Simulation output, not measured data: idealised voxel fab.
process module | voxel self aligned vias
cross-section cut | 250 nm wide | cells 5 nm
A cross-section is a grid of square cells, given in bands from the top down. A band is one or more rows of cells.
Each band's line starts with the height of the band's top and of its bottom, in nm. Then come its materials from left to right, each with its width in nm. One material with "throughout" fills the band from edge to edge. "air" is empty space.
Height 0 is the level under which the wafer as received is all one material. The lowest band goes on downwards, as in "0 down".
A width such as "30 to 40" changes by the same amount from each row of cells to the next, from the band's top row to its bottom row.
"no change" after a step means that no cell of the cross-section changed.
closed voids: empty space of 8 cells or more with no open way to the top, each as width x height at its distance from the left edge, in nm
after a step's settings: what the simulator itself notes on the step
overlay nm, on a step with a mask: how far to the right of its planned place the mask lay; to the left if negative
plan
1 op RECEIVE | material Si
2 op CONFORMAL_DEP | material SiO2 | thk nm 15
3 op CONFORMAL_DEP | material SiCN | thk nm 5
4 op DIRECTIONAL_DEP | material SiO2 | thk nm 25
5 op MASKED_ETCH | tone open | mask id LINES | width nm 25 | pitch nm 65 | etch materials SiO2 | depth nm 25 | overlay nm 0
6 op CONFORMAL_DEP | material TiN | thk nm 5
7 op FILL_DEP | material W | thk nm 5
8 op CMP | height nm 45
9 op SELECTIVE_ETCH | etch materials W Ru TiN | depth nm 10
10 op FILL_DEP | material SiN | thk nm 10
11 op CMP | height nm 45
12 op DIRECTIONAL_DEP | material SiO2 | thk nm 20
13 op MASKED_ETCH | tone open | mask id VIAS | width nm 35 | pitch nm 65 | etch materials SiO2 | depth nm 20 | overlay nm 0
14 op MASKED_ETCH | tone open | mask id VIAS | width nm 35 | pitch nm 65 | etch materials SiN | depth nm 10 | overlay nm 0
15 op CONFORMAL_DEP | material TiN | thk nm 5
16 op FILL_DEP | material W | thk nm 10
17 op CMP | height nm 65
18 op CONFORMAL_DEP | material SiN | thk nm 5
first wafer, as planned
as received, after step 1
  0 down: Si throughout
  closed voids: none
after step 2
  15 to 0: SiO2 throughout
  below 0: unchanged
after step 3
  20 to 15: SiCN throughout
  below 15: unchanged
after step 4
  45 to 20: SiO2 throughout
  below 20: unchanged
after step 5
  45 to 20: SiO2 80 | air 25 | SiO2 40 | air 25 | SiO2 80
  below 20: unchanged
after step 6
  50 to 45: TiN 85 | air 15 | TiN 50 | air 15 | TiN 85
  45 to 25: SiO2 80 | TiN 5 | air 15 | TiN 5 | SiO2 40 | TiN 5 | air 15 | TiN 5 | SiO2 80
  25 to 20: SiO2 80 | TiN 25 | SiO2 40 | TiN 25 | SiO2 80
  below 20: unchanged
after step 7
  55 to 50: W throughout
  50 to 45: TiN 85 | W 15 | TiN 50 | W 15 | TiN 85
  45 to 25: SiO2 80 | TiN 5 | W 15 | TiN 5 | SiO2 40 | TiN 5 | W 15 | TiN 5 | SiO2 80
  below 25: unchanged
after step 8
  45 to 25: SiO2 80 | TiN 5 | W 15 | TiN 5 | SiO2 40 | TiN 5 | W 15 | TiN 5 | SiO2 80
  below 25: unchanged
after step 9
  45 to 35: SiO2 80 | air 25 | SiO2 40 | air 25 | SiO2 80
  below 35: unchanged
after step 10
  55 to 45: SiN throughout
  45 to 35: SiO2 80 | SiN 25 | SiO2 40 | SiN 25 | SiO2 80
  below 35: unchanged
after step 11
  45 to 35: SiO2 80 | SiN 25 | SiO2 40 | SiN 25 | SiO2 80
  below 35: unchanged
after step 12
  65 to 45: SiO2 throughout
  below 45: unchanged
after step 13
  65 to 45: SiO2 75 | air 35 | SiO2 30 | air 35 | SiO2 75
  below 45: unchanged
after step 14
  65 to 45: SiO2 75 | air 35 | SiO2 30 | air 35 | SiO2 75
  45 to 35: SiO2 80 | air 25 | SiO2 40 | air 25 | SiO2 80
  below 35: unchanged
after step 15
  70 to 65: TiN 80 | air 25 | TiN 40 | air 25 | TiN 80
  65 to 50: SiO2 75 | TiN 5 | air 25 | TiN 5 | SiO2 30 | TiN 5 | air 25 | TiN 5 | SiO2 75
  50 to 40: SiO2 75 to 80 | TiN 10 to 5 | air 15 | TiN 10 to 5 | SiO2 30 to 40 | TiN 10 to 5 | air 15 | TiN 10 to 5 | SiO2 75 to 80
  40 to 35: SiO2 80 | TiN 25 | SiO2 40 | TiN 25 | SiO2 80
  below 35: unchanged
after step 16
  80 to 70: W throughout
  70 to 65: TiN 80 | W 25 | TiN 40 | W 25 | TiN 80
  65 to 50: SiO2 75 | TiN 5 | W 25 | TiN 5 | SiO2 30 | TiN 5 | W 25 | TiN 5 | SiO2 75
  50 to 40: SiO2 75 to 80 | TiN 10 to 5 | W 15 | TiN 10 to 5 | SiO2 30 to 40 | TiN 10 to 5 | W 15 | TiN 10 to 5 | SiO2 75 to 80
  below 40: unchanged
after step 17
  65 to 50: SiO2 75 | TiN 5 | W 25 | TiN 5 | SiO2 30 | TiN 5 | W 25 | TiN 5 | SiO2 75
  below 50: unchanged
after step 18
  70 to 65: SiN throughout
  below 65: unchanged
second wafer: like start, like plan, one mistake. Through step 12 it matches the first wafer
when step 13 should have ended
  65 to 45: SiO2 75 | air 35 | SiO2 30 | air 35 | SiO2 75
  45 to 35: SiO2 75 | air 5 | SiN 25 | air 5 | SiO2 30 | air 5 | SiN 25 | air 5 | SiO2 75
  below 35: unchanged
when step 14 should have ended
  65 to 35: SiO2 75 | air 35 | SiO2 30 | air 35 | SiO2 75
  below 35: unchanged
when step 15 should have ended
  70 to 65: TiN 80 | air 25 | TiN 40 | air 25 | TiN 80
  65 to 40: SiO2 75 | TiN 5 | air 25 | TiN 5 | SiO2 30 | TiN 5 | air 25 | TiN 5 | SiO2 75
  40 to 35: SiO2 75 | TiN 35 | SiO2 30 | TiN 35 | SiO2 75
  below 35: unchanged
when step 16 should have ended
  80 to 70: W throughout
  70 to 65: TiN 80 | W 25 | TiN 40 | W 25 | TiN 80
  65 to 40: SiO2 75 | TiN 5 | W 25 | TiN 5 | SiO2 30 | TiN 5 | W 25 | TiN 5 | SiO2 75
  below 40: unchanged
when step 17 should have ended
  65 to 40: SiO2 75 | TiN 5 | W 25 | TiN 5 | SiO2 30 | TiN 5 | W 25 | TiN 5 | SiO2 75
  below 40: unchanged
when step 18 should have ended
  70 to 65: SiN throughout
  below 65: unchanged
what went wrong: step 13 ran as: op MASKED_ETCH | tone open | mask id VIAS | width nm 35 | pitch nm 65 | etch materials SiO2 | depth nm 30 | overlay nm 0
at the end the second wafer has, in cells: 8 fewer of SiO2 | 8 more of W
